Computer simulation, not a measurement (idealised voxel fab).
The document below concerns the process module designated voxel capacitor over wiring.
Each square cell in cross-section cut measures 5 nm, and the section as a whole is 255 nm wide.
A cross-section in this document is a grid of square cells, and it is written down as bands, the top band listed before the ones below it; a band is made up of one or more rows of cells.
For a band, the entry starts with two heights in nm, that of the top and then that of the bottom, and carries on with the band's materials in order from left to right, each alongside its width in nm; the word "full width" beside a single material means it fills the band edge to edge, and "empty" means empty space.
For the purposes of this specification, 0 denotes the height below which the wafer in its as-received condition is composed wholly of one material, and the lowermost band, lacking a lower limit, extends downward without end, as expressed in "0 -> down".
Width "30->40": first value at the band's top row of cells, second value at its bottom row, equal change from row to row.
Given "same as before" for a step, no cell of the cross-section differs between before and after that step.
Entry "Closed void roster" = empty spaces >= 8 cells with no open way to the top; each as width x height at distance, distance from left edge, all nm.
Where a step's line continues beyond its settings, the continuation is a remark by the simulator itself on that step.
overlay nm: right-of-plan distance of the mask on a masked step; negative values mean left-of-plan.

[These are the steps we planned for the process]
- 1: RECEIVE, material Si
- 2: CONFORMAL_DEP, material SiO2, thk nm 15
- 3: CONFORMAL_DEP, material SiN, thk nm 5
- 4: DIRECTIONAL_DEP, material lowk, thk nm 25
- 5: DIRECTIONAL_DEP, material aC, thk nm 10
- 6: PATTERN, tone open, mask id METAL_1, material resist, width nm 25, pitch nm 95, thk nm 25, overlay nm 0
- 7: DIRECTIONAL_ETCH, etch materials aC, depth nm 10
- 8: STRIP, etch materials resist
- 9: DIRECTIONAL_ETCH, etch materials lowk, depth nm 25
- 10: DIRECTIONAL_ETCH, etch materials SiN, depth nm 5
- 11: STRIP, etch materials aC
- 12: CONFORMAL_DEP, material TiN, thk nm 5
- 13: FILL_DEP, material Cu, thk nm 10
- 14: CMP, height nm 45
- 15: CONFORMAL_DEP, material SiCN, thk nm 5
- 16: DIRECTIONAL_DEP, material SiO2, thk nm 10
- 17: PATTERN, tone open, mask id PLUG_1, material resist, width nm 15, thk nm 15, overlay nm 0
- 18: DIRECTIONAL_ETCH, etch materials SiO2, depth nm 10
- 19: DIRECTIONAL_ETCH, etch materials SiCN, depth nm 5
- 20: STRIP, etch materials resist
- 21: CONFORMAL_DEP, material TiN, thk nm 5
- 22: FILL_DEP, material W, thk nm 10
- 23: CMP, height nm 60
- 24: DIRECTIONAL_DEP, material TiN, thk nm 10
- 25: DIRECTIONAL_DEP, material SiN, thk nm 5
- 26: DIRECTIONAL_DEP, material TiN, thk nm 10
- 27: DIRECTIONAL_DEP, material aC, thk nm 10
- 28: PATTERN, tone cover, mask id UPPER_PLATE, material resist, width nm 75, thk nm 25, overlay nm 0
- 29: DIRECTIONAL_ETCH, etch materials aC, depth nm 10
- 30: STRIP, etch materials resist
- 31: DIRECTIONAL_ETCH, etch materials TiN, depth nm 10
- 32: DIRECTIONAL_ETCH, etch materials SiN, depth nm 5
- 33: STRIP, etch materials aC
- 34: DIRECTIONAL_DEP, material aC, thk nm 15
- 35: PATTERN, tone cover, mask id LOWER_PLATE, material resist, width nm 85, thk nm 30, overlay nm 0
- 36: DIRECTIONAL_ETCH, etch materials aC, depth nm 15
- 37: STRIP, etch materials resist
- 38: DIRECTIONAL_ETCH, etch materials TiN, depth nm 10
- 39: STRIP, etch materials aC
- 40: FILL_DEP, material SiO2, thk nm 15
- 41: CMP, height nm 95
- 42: DIRECTIONAL_DEP, material aC, thk nm 10
- 43: PATTERN, tone open, mask id PLUG_2, material resist, width nm 15, thk nm 25, overlay nm 0
- 44: DIRECTIONAL_ETCH, etch materials aC, depth nm 10
- 45: STRIP, etch materials resist
- 46: DIRECTIONAL_ETCH, etch materials SiO2, depth nm 10
- 47: STRIP, etch materials aC
- 48: CONFORMAL_DEP, material TiN, thk nm 5
- 49: FILL_DEP, material Cu, thk nm 5
- 50: CMP, height nm 95
- 51: CONFORMAL_DEP, material SiN, thk nm 5

[So this is the incoming wafer in cross-section - it's already been through step 1]
0 -> down  Si full width
Closed void roster: none

[Here's the cross-section of the first of our two wafers at the end of the module - it ran as planned]
100 -> 95  SiN full width
95 -> 90  SiO2 85, TiN 5, Cu 5, TiN 5, SiO2 155
90 -> 85  SiO2 85, TiN 15, SiO2 155
85 -> 75  SiO2 75, TiN 75, SiO2 105
75 -> 70  SiO2 75, SiN 75, SiO2 105
70 -> 60  SiO2 70, TiN 85, SiO2 100
60 -> 50  SiO2 75, TiN 5, W 5, TiN 5, SiO2 165
50 -> 45  SiCN 75, TiN 15, SiCN 165
45 -> 20  lowk 65, TiN 5, Cu 15, TiN 5, lowk 70, TiN 5, Cu 15, TiN 5, lowk 70
20 -> 15  SiN 65, TiN 25, SiN 70, TiN 25, SiN 70
15 -> 0  SiO2 full width
0 -> down  Si full width
Closed void roster: none

[Now the second wafer, cross-sectioned at the end of the module. Nothing different at the start, nothing different in the plan compared with the first, just one mistake when it was actually run]
100 -> 95  SiN full width
95 -> 90  SiO2 85, TiN 5, Cu 5, TiN 5, SiO2 155
90 -> 85  SiO2 85, TiN 15, SiO2 155
85 -> 75  SiO2 75, TiN 75, SiO2 105
75 -> 70  SiO2 75, SiN 75, SiO2 105
70 -> 60  SiO2 70, TiN 85, SiO2 100
60 -> 50  SiO2 75, TiN 5, W 5, TiN 5, SiO2 165
50 -> 45  SiCN 75, TiN 15, SiCN 165
45 -> 35  lowk 65, TiN 5, Cu 15, TiN 5, lowk 70, TiN 5, Cu 15, TiN 5, lowk 70
35 -> 30  SiN 65, TiN 25, SiN 70, TiN 25, SiN 70
30 -> 0  SiO2 full width
0 -> down  Si full width
Closed void roster: none
Finding, execution versus plan: twice, step 2 of the plan was run
Wrapping up, a cell-based count of both wafers puts the second over or under the first for these materials: -18 Cu | +153 SiO2 | -12 TiN | -123 lowk
